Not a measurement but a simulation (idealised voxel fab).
The following process module bears the name voxel wiring stack.
Square cell edge 5 nm, section width 230 nm, ID cut.
Heads up, the way a cross-section reads in here is a grid of square cells, handed over as bands from the top down, with every band being one or more rows of cells. Band entry format. Leading values: height of top, height of bottom, nm. Remainder: materials in left-to-right order, each with its width in nm. Special words: "all across" on a single material, which then fills the band edge to edge; "empty", empty space. Heights are measured from 0, the level below which the as-received wafer is all one material; the lowest band has no bottom and continues downward, written as in "0 down". When a width is written as two numbers, as in "30..40", the first number is the width in the top row of cells of the band and the second is the width in its bottom row, and the width changes by the same amount from each row to the next. "identical to before" (step): cross-section cells unchanged, all of them. "Enclosed internal voids" means: voids of 8 cells or more that are shut off from the top with no open way through. Written width x height at distance, distance from the left edge, in nm. Formally, on a step line, whatever follows the settings is a remark that the simulator itself makes on the step. overlay nm: on a step with a mask, how far right of its planned place the mask lay; negative means left.

Process steps foreseen in the plan:
1 RECEIVE [material Si]
2 CONFORMAL_DEP [material SiO2] [thk nm 15]
3 CONFORMAL_DEP [material SiN] [thk nm 5]
4 DIRECTIONAL_DEP [material SiO2] [thk nm 20]
5 DIRECTIONAL_DEP [material aC] [thk nm 10]
6 PATTERN [tone open] [mask id METAL_1] [material resist] [width nm 20] [pitch nm 50] [thk nm 25] [overlay nm 0]
7 DIRECTIONAL_ETCH [etch materials aC] [depth nm 10]
8 STRIP [etch materials resist]
9 DIRECTIONAL_ETCH [etch materials SiO2] [depth nm 20]
10 DIRECTIONAL_ETCH [etch materials SiN] [depth nm 5]
11 STRIP [etch materials aC]
12 CONFORMAL_DEP [material TiN] [thk nm 5]
13 FILL_DEP [material W] [thk nm 10]
14 CMP [height nm 40]
15 EPI [material Ru] [thk nm 5]
16 FILL_DEP [material SiCN] [thk nm 5]
17 DIRECTIONAL_DEP [material lowk] [thk nm 30]
18 MASKED_ETCH [tone open] [mask id METAL_2_HOLES] [width nm 15] [pitch nm 50] [etch materials lowk] [depth nm 30] [overlay nm 0]
19 MASKED_ETCH [tone open] [mask id METAL_2] [width nm 20] [pitch nm 50] [etch materials lowk] [depth nm 15] [overlay nm 0]
20 MASKED_ETCH [tone open] [mask id METAL_2] [width nm 20] [pitch nm 50] [etch materials SiCN] [depth nm 5] [overlay nm 0]
21 CONFORMAL_DEP [material TiN] [thk nm 5]
22 FILL_DEP [material Cu] [thk nm 5]
23 CMP [height nm 80]
24 CONFORMAL_DEP [material SiCN] [thk nm 5]
25 DIRECTIONAL_DEP [material lowk] [thk nm 25]
26 PATTERN [tone open] [mask id METAL_3] [material resist] [width nm 20] [pitch nm 50] [thk nm 20] [overlay nm 0]
27 DIRECTIONAL_ETCH [etch materials lowk] [depth nm 15]
28 STRIP [etch materials resist]
29 PATTERN [tone open] [mask id METAL_3_HOLES] [material resist] [width nm 15] [pitch nm 50] [thk nm 20] [overlay nm 0]
30 DIRECTIONAL_ETCH [etch materials lowk] [depth nm 10]
31 DIRECTIONAL_ETCH [etch materials SiCN] [depth nm 5]
32 STRIP [etch materials resist]
33 CONFORMAL_DEP [material TiN] [thk nm 5]
34 FILL_DEP [material Ru] [thk nm 10]
35 CMP [height nm 110]
36 CONFORMAL_DEP [material SiN] [thk nm 5]

Here's what the wafer looked like in cross-section when it arrived - that's after step 1:
	0 down = Si all across
	Enclosed internal voids: none

Look at the cross-section after the module: the wafer started out the way shown above and the plan was the one shown above, yet one mistake was made along the way:
	115 to 110 = SiN all across
	110 to 100 = lowk (80); TiN (5); Ru (10); TiN (5); lowk (30); TiN (5); Ru (10); TiN (5); lowk (80)
	100 to 95 = lowk (80); TiN (5); Ru (5); TiN (10); lowk (30); TiN (5); Ru (5); TiN (10); lowk (80)
	95 to 85 = lowk (80); TiN (5); Ru (5); TiN (5); lowk (35); TiN (5); Ru (5); TiN (5); lowk (85)
	85 to 80 = SiCN (80); TiN (15); SiCN (35); TiN (15); SiCN (85)
	80 to 70 = lowk (80); TiN (5); Cu (10); TiN (5); lowk (30); TiN (5); Cu (10); TiN (5); lowk (80)
	70 to 65 = lowk (80); TiN (5); Cu (5); TiN (10); lowk (30); TiN (5); Cu (5); TiN (10); lowk (80)
	65 to 50 = lowk (80); TiN (5); Cu (5); TiN (5); lowk (35); TiN (5); Cu (5); TiN (5); lowk (85)
	50 to 45 = SiCN (80); TiN (15); SiCN (35); TiN (15); SiCN (85)
	45 to 40 = Ru all across
	40 to 30 = W all across
	30 to 25 = TiN (85); W (10); TiN (40); W (10); TiN (85)
	25 to 5 = SiO2 (80); TiN (5); W (10); TiN (5); SiO2 (30); TiN (5); W (10); TiN (5); SiO2 (80)
	5 to 0 = SiN (80); TiN (20); SiN (30); TiN (20); SiN (80)
	0 down = Si all across
	Enclosed internal voids: none
Nonconformance to the process plan: step 2 of the plan did not run at all; it was left out
